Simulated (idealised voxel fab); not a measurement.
process module | voxel gate over fins
cross-section cut | 240 nm wide | cells 5 nm
A cross-section is a grid of square cells, given in bands from the top down. A band is one or more rows of cells.
Each band's line starts with the height of the band's top and of its bottom, in nm. Then come its materials from left to right, each with its width in nm. One material with "throughout" fills the band from edge to edge. "air" is empty space.
Height 0 is the level under which the wafer as received is all one material. The lowest band goes on downwards, as in "0 down".
A width such as "30 to 40" changes by the same amount from each row of cells to the next, from the band's top row to its bottom row.
"no change" after a step means that no cell of the cross-section changed.
closed voids: empty space of 8 cells or more with no open way to the top, each as width x height at its distance from the left edge, in nm
after a step's settings: what the simulator itself notes on the step
overlay nm, on a step with a mask: how far to the right of its planned place the mask lay; to the left if negative
plan
1 op RECEIVE | material Si
2 op CONFORMAL_DEP | material SiN | thk nm 10
3 op MASKED_ETCH | tone cover | mask id FINS | width nm 15 | pitch nm 55 | etch materials SiN | depth nm 10 | overlay nm 0
4 op MASKED_ETCH | tone cover | mask id FINS | width nm 15 | pitch nm 55 | etch materials Si | depth nm 30 | overlay nm 0
5 op FILL_DEP | material SiO2 | thk nm 10
6 op CMP | height nm 10
7 op PATTERN | tone open | mask id RAIL | material resist | width nm 15 | thk nm 20 | overlay nm 0
8 op DIRECTIONAL_ETCH | etch materials SiO2 | depth nm 35
9 op STRIP | etch materials resist
10 op CONFORMAL_DEP | material TiN | thk nm 5
11 op FILL_DEP | material Ru | thk nm 5
12 op CMP | height nm 10
13 op SELECTIVE_ETCH | etch materials W Ru TiN | depth nm 30
14 op FILL_DEP | material SiO2 | thk nm 5
15 op CMP | height nm 10
16 op SELECTIVE_ETCH | etch materials SiO2 | depth nm 20
17 op STRIP | etch materials SiN
18 op CONFORMAL_DEP | material HfO2 | thk nm 5
19 op CONFORMAL_DEP | material TiN | thk nm 5
20 op FILL_DEP | material W | thk nm 10
21 op CMP | height nm 15
22 op CONFORMAL_DEP | material SiCN | thk nm 10
as received, after step 1
  0 down: Si throughout
  closed voids: none
a wafer at the end: this start, this plan, one mistake
  25 to 15: SiCN throughout
  15 to 10: W throughout
  10 to 5: W 45 | TiN 35 | W 20 | TiN 35 | W 20 | TiN 35 | W 50
  5 to 0: W 45 | TiN 5 | HfO2 25 | TiN 5 | W 20 | TiN 5 | HfO2 25 | TiN 5 | W 20 | TiN 5 | HfO2 25 | TiN 5 | W 50
  0 to -5: TiN 50 | HfO2 5 | Si 15 | HfO2 5 | TiN 30 | HfO2 5 | Si 15 | HfO2 5 | TiN 30 | HfO2 5 | Si 15 | HfO2 5 | TiN 55
  -5 to -10: HfO2 55 | Si 15 | HfO2 40 | Si 15 | HfO2 40 | Si 15 | HfO2 60
  -10 to -20: SiO2 55 | Si 15 | SiO2 40 | Si 15 | SiO2 40 | Si 15 | SiO2 60
  -20 to -25: SiO2 55 | Si 15 | SiO2 10 | TiN 20 | SiO2 10 | Si 15 | SiO2 40 | Si 15 | SiO2 60
  -25 to -30: SiO2 55 | Si 15 | SiO2 40 | Si 15 | SiO2 40 | Si 15 | SiO2 60
  -30 down: Si throughout
  closed voids: none
what went wrong: step 7 ran as: op PATTERN | tone open | mask id RAIL | material resist | width nm 20 | thk nm 20 | overlay nm 0
